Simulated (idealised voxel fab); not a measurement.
Process module under the name voxel spacer lines
Cross-section cut: width 235 nm, square cells of 5 nm.
A cross-section in this document is a grid of square cells, and it is written down as bands, the top band listed before the ones below it; a band is made up of one or more rows of cells. This entry defines a band. It first specifies the height of the band's top and the height of its bottom in nm, and then specifies the band's materials from left to right, stating each material with its width in nm. The word "all across" identifies a single material that fills the band from edge to edge, while the word "blank" identifies empty space. Height is counted from the level 0, under which the received wafer is composed throughout of one material. The lowest of the bands is not closed at the bottom but continues downward, in the notation "0 nm and below". You'd read "30..40" like this: the band's top row of cells is as wide as the first number, its bottom row is as wide as the second, and going down, every row changes width by the same amount as the row before did. Step marked "everything unchanged"? Then no cell in the cross-section changed in it. Reported under the label "Voids, enclosed" are the empty spaces having no open way to the top and comprising 8 cells or more; the notation for each is width x height at distance, in which the distance is measured from the left edge and all three values are in nm. Formally, on a step line, whatever follows the settings is a remark that the simulator itself makes on the step. "overlay nm" on a masked step: distance the mask lay right of its planned place, negative for left.
Listed below are the process steps as planned
1. RECEIVE with material Si
2. CONFORMAL_DEP with material Al2O3, thk nm 5
3. DIRECTIONAL_DEP with material polySi, thk nm 10
4. DIRECTIONAL_DEP with material aC, thk nm 30
5. PATTERN with tone cover, mask id MANDREL, material resist, width nm 15, pitch nm 50, thk nm 35, overlay nm 0
6. DIRECTIONAL_ETCH with etch materials aC, depth nm 30
7. STRIP with etch materials resist
8. CONFORMAL_DEP with material SiO2, thk nm 10
9. DIRECTIONAL_ETCH with etch materials SiO2, depth nm 10
10. STRIP with etch materials aC
11. DIRECTIONAL_ETCH with etch materials polySi, depth nm 5
12. STRIP with etch materials SiO2
Among the wafers covered here, the point of difference is the depth nm at step 11; their starting state is shared, and the plan presents the value of the first wafer.
Received wafers, first of several: cross-section after step 1
* 0 nm and below  Si all across
* Voids, enclosed: none
Cross-sectional representation of the first of several wafers at the end of the module, i.e. after its terminal step, step 12
* 15 nm to 10 nm  blank=75 / polySi=10 / blank=15 / polySi=10 / blank=15 / polySi=10 / blank=15 / polySi=10 / blank=75
* 10 nm to 5 nm  polySi all across
* 5 nm to 0 nm  Al2O3 all across
* 0 nm and below  Si all across
* Voids, enclosed: none
Cross-section, module end, final of several wafers
* 15 nm to 5 nm  blank=75 / polySi=10 / blank=15 / polySi=10 / blank=15 / polySi=10 / blank=15 / polySi=10 / blank=75
* 5 nm to 0 nm  Al2O3 all across
* 0 nm and below  Si all across
* Voids, enclosed: none
Heads up, this table goes wafer by wafer. A row tells you, at the end of the module, how many cells of each material that wafer has put on (+) or dropped (-) since it was received, and then its closed voids
depth nm 5, +47 Al2O3, +55 polySi, Voids, enclosed: none
depth nm 10, +47 Al2O3, +16 polySi, Voids, enclosed: none
depth nm 15, +47 Al2O3, +16 polySi, Voids, enclosed: none
depth nm 20, +47 Al2O3, +16 polySi, Voids, enclosed: none
depth nm 25, +47 Al2O3, +16 polySi, Voids, enclosed: none
